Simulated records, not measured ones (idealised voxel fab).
The document below concerns the process module designated voxel released beams.
Cross-sectional view cut (width: 225 nm; square cell size: 5 nm).
A cross-section in this document is a grid of square cells, and it is written down as bands, the top band listed before the ones below it; a band is made up of one or more rows of cells. The band entry comprises the height of the band's top followed by the height of its bottom, expressed in nm, and subsequently the band's materials from left to right, each stated together with its width in nm. Where a single material is marked with the word "all across", that material fills the band from edge to edge. The word "blank" represents empty space. A quick word on heights: they are counted from 0, and under that level the wafer as it came to us is one material throughout. The lowest band is different from the rest in having no bottom; it simply continues downward, written as in "from 0 down". Note: "30..40" means the width goes from the first number (top row of the band) to the second number (bottom row) in equal steps per row of cells. A step reported as "everything unchanged" is a step in which no cell of the cross-section changed. "Voids, fully enclosed" contains a list of empty spaces, each no smaller than 8 cells and without an open way to the top, written in the form width x height at distance with the distance from the left edge and all three in nm. Formally, on a step line, whatever follows the settings is a remark that the simulator itself makes on the step. Among the settings permitted on a step's line is "overlay nm"; applied to a step with a mask, it specifies the extent to which the mask lay to the right of its planned position, whereas a negative figure signifies a position to the left.

# Intended process steps
1 RECEIVE,material Si
2 CONFORMAL_DEP,material SiN,thk nm 5
3 DIRECTIONAL_DEP,material SiO2,thk nm 10
4 DIRECTIONAL_DEP,material aC,thk nm 15
5 PATTERN,tone open,mask id ANCHOR,material resist,width nm 45,thk nm 35,overlay nm 0
6 DIRECTIONAL_ETCH,etch materials aC,depth nm 15
7 STRIP,etch materials resist
8 DIRECTIONAL_ETCH,etch materials SiO2,depth nm 10
9 STRIP,etch materials aC
10 CONFORMAL_DEP,material TiN,thk nm 15
11 PATTERN,tone cover,mask id BEAM,material resist,width nm 90,thk nm 20,overlay nm 0
12 DIRECTIONAL_ETCH,etch materials TiN,depth nm 15
13 STRIP,etch materials resist
14 STRIP,etch materials SiO2

# as received, after step 1
* from 0 down: Si all across
* Voids, fully enclosed: none

# One mistake in running the module, otherwise start and plan as above: cross-section at the end
* from 45 to 30: blank (65), TiN (90), blank (70)
* from 30 to 15: TiN all across
* from 15 to 5: SiO2 (70), TiN (45), SiO2 (110)
* from 5 to 0: SiN all across
* from 0 down: Si all across
* Voids, fully enclosed: none
The mistake made against the process plan was this: step 10 of the plan was carried out twice
